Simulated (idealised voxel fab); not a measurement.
The name of this process module is voxel gate over fins.
The cross-section on display is named cut; it measures 250 nm wide, and its cells are 5 nm squares.
When this document writes out a cross-section, it uses a grid of square cells and lists it as bands, beginning at the top and moving down, with a band standing for one or more rows of cells. In this notation a band is specified by the heights of its top and bottom, in that order and in nm, after which its materials appear from left to right, each paired with its width in nm. The word "everywhere" attached to a single material means that material fills the band from edge to edge; the word "empty" stands for empty space. Heads up on the height convention: 0 is the point under which the incoming wafer is all one material, and the lowest band has no bottom, it just keeps going down, like "top 0, no bottom". Top row gets the first number, bottom row gets the second, and each row in between changes by the same step: that is how a band width like "30 to 40" works. Given "nothing got changed" for a step, no cell of the cross-section differs between before and after that step. Any empty space of 8 cells or more lacking an open way to the top shows up in "Trapped void list" as width x height at distance, distance from the left edge, in nm. Note: text after step settings on the step line = simulator remark on that step. A step's line can hold "overlay nm"; with a mask on that step, the setting says how far right of the planned place the mask lay, while a negative setting says it lay to the left.
Planned step list for the process
| 1 | RECEIVE,material Si |
| 2 | CONFORMAL_DEP,material SiN,thk nm 5 |
| 3 | MASKED_ETCH,tone cover,mask id FINS,width nm 15,pitch nm 60,etch materials SiN,depth nm 5,overlay nm 0 |
| 4 | MASKED_ETCH,tone cover,mask id FINS,width nm 15,pitch nm 60,etch materials Si,depth nm 40,overlay nm 0 |
| 5 | OXIDIZE,depth nm 5 |
| 6 | FILL_DEP,material SiO2,thk nm 10 |
| 7 | CMP,height nm 5 |
| 8 | DIRECTIONAL_DEP,material aC,thk nm 10 |
| 9 | PATTERN,tone open,mask id RAIL,material resist,width nm 15,thk nm 30,overlay nm 0 |
| 10 | DIRECTIONAL_ETCH,etch materials aC,depth nm 10 |
| 11 | STRIP,etch materials resist |
| 12 | DIRECTIONAL_ETCH,etch materials SiO2,depth nm 40 |
| 13 | STRIP,etch materials aC |
| 14 | CONFORMAL_DEP,material TiN,thk nm 5 |
| 15 | FILL_DEP,material W,thk nm 10 |
| 16 | CMP,height nm 5 |
| 17 | SELECTIVE_ETCH,etch materials W Ru TiN,depth nm 25 |
| 18 | FILL_DEP,material SiO2,thk nm 5 |
| 19 | CMP,height nm 5 |
| 20 | SELECTIVE_ETCH,etch materials SiO2,depth nm 15 |
| 21 | STRIP,etch materials SiN |
| 22 | CONFORMAL_DEP,material HfO2,thk nm 5 |
| 23 | CONFORMAL_DEP,material TiN,thk nm 5 |
| 24 | CONFORMAL_DEP,material TiAl,thk nm 5 |
| 25 | CONFORMAL_DEP,material TiN,thk nm 5 |
| 26 | FILL_DEP,material W,thk nm 10 |
| 27 | CMP,height nm 25 |
| 28 | CONFORMAL_DEP,material SiN,thk nm 10 |
Incoming wafer in cross-section (state: after step 1)
- top 0, no bottom | Si everywhere
- Trapped void list: none
First wafer of two, sectioned at end of module; run went per plan
- top 35, bottom 25 | SiN everywhere
- top 25, bottom 20 | W everywhere
- top 20, bottom 15 | W: 40  TiN: 45  W: 15  TiN: 45  W: 15  TiN: 45  W: 45
- top 15, bottom 10 | W: 40  TiN: 5  TiAl: 35  TiN: 5  W: 15  TiN: 5  TiAl: 35  TiN: 5  W: 15  TiN: 5  TiAl: 35  TiN: 5  W: 45
- top 10, bottom 5 | TiN: 45  TiAl: 5  TiN: 25  TiAl: 5  TiN: 25  TiAl: 5  TiN: 25  TiAl: 5  TiN: 25  TiAl: 5  TiN: 25  TiAl: 5  TiN: 50
- top 5, bottom 0 | TiAl: 50  TiN: 5  HfO2: 15  TiN: 5  TiAl: 35  TiN: 5  HfO2: 15  TiN: 5  TiAl: 35  TiN: 5  HfO2: 15  TiN: 5  TiAl: 55
- top 0, bottom -5 | TiN: 55  HfO2: 5  Si: 5  HfO2: 5  TiN: 45  HfO2: 5  Si: 5  HfO2: 5  TiN: 45  HfO2: 5  Si: 5  HfO2: 5  TiN: 60
- top -5, bottom -10 | HfO2: 60  Si: 5  HfO2: 55  Si: 5  HfO2: 55  Si: 5  HfO2: 65
- top -10, bottom -20 | SiO2: 60  Si: 5  SiO2: 55  Si: 5  SiO2: 55  Si: 5  SiO2: 65
- top -20, bottom -30 | SiO2: 60  Si: 5  SiO2: 20  TiN: 5  W: 5  TiN: 5  SiO2: 20  Si: 5  SiO2: 55  Si: 5  SiO2: 65
- top -30, bottom -35 | SiO2: 60  Si: 5  SiO2: 20  TiN: 15  SiO2: 20  Si: 5  SiO2: 55  Si: 5  SiO2: 65
- top -35, bottom -45 | SiO2: 60  Si: 5  SiO2: 55  Si: 5  SiO2: 55  Si: 5  SiO2: 65
- top -45, no bottom | Si everywhere
- Trapped void list: none
What the second wafer looks like in cross-section once the module is done. Its start and its plan matched the first wafer's exactly; what differed was one mistake in how it was run
- top 35, bottom 25 | SiN everywhere
- top 25, bottom 15 | W everywhere
- top 15, bottom 10 | W: 45  TiN: 35  W: 25  TiN: 35  W: 25  TiN: 35  W: 50
- top 10, bottom 5 | W: 45  TiN: 5  TiAl: 25  TiN: 5  W: 25  TiN: 5  TiAl: 25  TiN: 5  W: 25  TiN: 5  TiAl: 25  TiN: 5  W: 50
- top 5, bottom 0 | TiN: 50  TiAl: 5  HfO2: 15  TiAl: 5  TiN: 35  TiAl: 5  HfO2: 15  TiAl: 5  TiN: 35  TiAl: 5  HfO2: 15  TiAl: 5  TiN: 55
- top 0, bottom -5 | TiAl: 55  HfO2: 5  Si: 5  HfO2: 5  TiAl: 45  HfO2: 5  Si: 5  HfO2: 5  TiAl: 45  HfO2: 5  Si: 5  HfO2: 5  TiAl: 60
- top -5, bottom -10 | HfO2: 60  Si: 5  HfO2: 55  Si: 5  HfO2: 55  Si: 5  HfO2: 65
- top -10, bottom -20 | SiO2: 60  Si: 5  SiO2: 55  Si: 5  SiO2: 55  Si: 5  SiO2: 65
- top -20, bottom -30 | SiO2: 60  Si: 5  SiO2: 20  TiN: 5  W: 5  TiN: 5  SiO2: 20  Si: 5  SiO2: 55  Si: 5  SiO2: 65
- top -30, bottom -35 | SiO2: 60  Si: 5  SiO2: 20  TiN: 15  SiO2: 20  Si: 5  SiO2: 55  Si: 5  SiO2: 65
- top -35, bottom -45 | SiO2: 60  Si: 5  SiO2: 55  Si: 5  SiO2: 55  Si: 5  SiO2: 65
- top -45, no bottom | Si everywhere
- Trapped void list: none
Heads up, the wafer didn't run the way we planned it: yeah, step 23 of the plan got skipped, never ran
Cell-count delta at end, second wafer over first, by material: -62 TiN | +62 W
